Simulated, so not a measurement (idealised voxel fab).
A process module follows: voxel capacitor over wiring.
Xsec cut, 210 nm wide, square cell size 5 nm.
In what follows, cross-sections appear as grids of square cells, described through bands that run from the top down, where every band is one or more rows of cells.
Top height, bottom height, nm. Materials left to right, width each, nm. Single material + "everywhere" = fills band edge to edge. "empty" = empty.
A quick word on heights: they are counted from 0, and under that level the wafer as it came to us is one material throughout. The lowest band is different from the rest in having no bottom; it simply continues downward, written as in "0 and below".
When a width is written as two numbers, as in "30..40", the first number is the width in the top row of cells of the band and the second is the width in its bottom row, and the width changes by the same amount from each row to the next.
For the purposes of this document, the phrase "same as before" attached to a step denotes that no cell within the cross-section was modified by that step.
"Listed closed voids" contains a list of empty spaces, each no smaller than 8 cells and without an open way to the top, written in the form width x height at distance with the distance from the left edge and all three in nm.
Whatever follows a step's settings on its line is a remark the simulator itself makes about that step.
Steps that use a mask can have "overlay nm" on their line. It says how far the mask sat to the right of where it was meant to be. Negative means to the left.
**Process steps foreseen in the plan**
1 RECEIVE,material Si
2 CONFORMAL_DEP,material SiO2,thk nm 15
3 CONFORMAL_DEP,material SiN,thk nm 5
4 DIRECTIONAL_DEP,material SiO2,thk nm 25
5 PATTERN,tone open,mask id METAL_1,material resist,width nm 30,pitch nm 95,thk nm 20,overlay nm 0
6 DIRECTIONAL_ETCH,etch materials SiO2,depth nm 25
7 DIRECTIONAL_ETCH,etch materials SiN,depth nm 5
8 STRIP,etch materials resist
9 CONFORMAL_DEP,material TiN,thk nm 5
10 FILL_DEP,material Cu,thk nm 10
11 CMP,height nm 45
12 EPI,material Ru,thk nm 5
13 FILL_DEP,material SiCN,thk nm 5
14 DIRECTIONAL_DEP,material lowk,thk nm 15
15 PATTERN,tone open,mask id PLUG_1,material resist,width nm 15,thk nm 15,overlay nm -15
16 DIRECTIONAL_ETCH,etch materials lowk,depth nm 15
17 DIRECTIONAL_ETCH,etch materials SiCN,depth nm 5
18 STRIP,etch materials resist
19 CONFORMAL_DEP,material TiN,thk nm 5
20 FILL_DEP,material Cu,thk nm 10
21 CMP,height nm 70
22 DIRECTIONAL_DEP,material TiN,thk nm 10
23 DIRECTIONAL_DEP,material Al2O3,thk nm 5
24 DIRECTIONAL_DEP,material TiN,thk nm 10
25 MASKED_ETCH,tone cover,mask id UPPER_PLATE,width nm 70,etch materials TiN,depth nm 10,overlay nm 0
26 MASKED_ETCH,tone cover,mask id UPPER_PLATE,width nm 70,etch materials Al2O3,depth nm 5,overlay nm 0
27 DIRECTIONAL_DEP,material aC,thk nm 15
28 PATTERN,tone cover,mask id LOWER_PLATE,material resist,width nm 80,thk nm 30,overlay nm 0
29 DIRECTIONAL_ETCH,etch materials aC,depth nm 15
30 STRIP,etch materials resist
31 DIRECTIONAL_ETCH,etch materials TiN,depth nm 10
32 STRIP,etch materials aC
33 FILL_DEP,material SiO2,thk nm 20
34 CMP,height nm 110
35 MASKED_ETCH,tone open,mask id PLUG_2,width nm 15,etch materials SiO2,depth nm 15,overlay nm 0
36 CONFORMAL_DEP,material TiN,thk nm 5
37 FILL_DEP,material Cu,thk nm 10
38 CMP,height nm 110
39 CONFORMAL_DEP,material SiCN,thk nm 5
Wafers differ in overlay nm at step 15; plan lists the first wafer's value; identical starting state.
**As-received cross-section, first of several wafers, post step 1**
	0 and below  Si everywhere
	Listed closed voids: none
**Cross-section, first of several wafers, end of module, after last step 39**
	115 down to 110  SiCN everywhere
	110 down to 100  SiO2: 65, TiN: 5, Cu: 5, TiN: 5, SiO2: 130
	100 down to 95  SiO2: 65, TiN: 15, SiO2: 130
	95 down to 85  SiO2: 55, TiN: 70, SiO2: 85
	85 down to 80  SiO2: 55, Al2O3: 70, SiO2: 85
	80 down to 70  SiO2: 50, TiN: 80, SiO2: 80
	70 down to 55  lowk: 40, TiN: 5, Cu: 5, TiN: 5, lowk: 155
	55 down to 50  SiCN: 40, TiN: 15, SiCN: 155
	50 down to 45  SiCN: 35, Ru: 40, SiCN: 55, Ru: 40, SiCN: 40
	45 down to 20  SiO2: 40, TiN: 5, Cu: 20, TiN: 5, SiO2: 65, TiN: 5, Cu: 20, TiN: 5, SiO2: 45
	20 down to 15  SiN: 40, TiN: 30, SiN: 65, TiN: 30, SiN: 45
	15 down to 0  SiO2 everywhere
	0 and below  Si everywhere
	Listed closed voids: none
**Cross-sectional depiction of the last of several wafers upon completion of the module**
	115 down to 110  SiCN everywhere
	110 down to 100  SiO2: 65, TiN: 5, Cu: 5, TiN: 5, SiO2: 130
	100 down to 95  SiO2: 65, TiN: 15, SiO2: 130
	95 down to 85  SiO2: 55, TiN: 70, SiO2: 85
	85 down to 80  SiO2: 55, Al2O3: 70, SiO2: 85
	80 down to 70  SiO2: 50, TiN: 80, SiO2: 80
	70 down to 55  lowk: 70, TiN: 5, Cu: 5, TiN: 5, lowk: 125
	55 down to 50  SiCN: 70, TiN: 15, SiCN: 125
	50 down to 45  SiCN: 35, Ru: 40, SiCN: 55, Ru: 40, SiCN: 40
	45 down to 20  SiO2: 40, TiN: 5, Cu: 20, TiN: 5, SiO2: 65, TiN: 5, Cu: 20, TiN: 5, SiO2: 45
	20 down to 15  SiN: 40, TiN: 30, SiN: 65, TiN: 30, SiN: 45
	15 down to 0  SiO2 everywhere
	0 and below  Si everywhere
	Listed closed voids: none
**Row per wafer, end-of-module: cell gain (+)/loss (-) by material since the wafer came in, then closed voids**
overlay nm -15, +14 Al2O3, +45 Cu, +16 Ru, +107 SiCN, +30 SiN, +529 SiO2, +108 TiN, +117 lowk, Listed closed voids: none
overlay nm -10, +14 Al2O3, +45 Cu, +16 Ru, +107 SiCN, +30 SiN, +529 SiO2, +108 TiN, +117 lowk, Listed closed voids: none
overlay nm -5, +14 Al2O3, +45 Cu, +16 Ru, +107 SiCN, +30 SiN, +529 SiO2, +108 TiN, +117 lowk, Listed closed voids: none
overlay nm 0, +14 Al2O3, +45 Cu, +16 Ru, +107 SiCN, +30 SiN, +529 SiO2, +108 TiN, +117 lowk, Listed closed voids: none
overlay nm 5, +14 Al2O3, +45 Cu, +16 Ru, +107 SiCN, +30 SiN, +529 SiO2, +108 TiN, +117 lowk, Listed closed voids: none
overlay nm 10, +14 Al2O3, +45 Cu, +16 Ru, +107 SiCN, +30 SiN, +529 SiO2, +108 TiN, +117 lowk, Listed closed voids: none
overlay nm 15, +14 Al2O3, +45 Cu, +16 Ru, +107 SiCN, +30 SiN, +529 SiO2, +108 TiN, +117 lowk, Listed closed voids: none
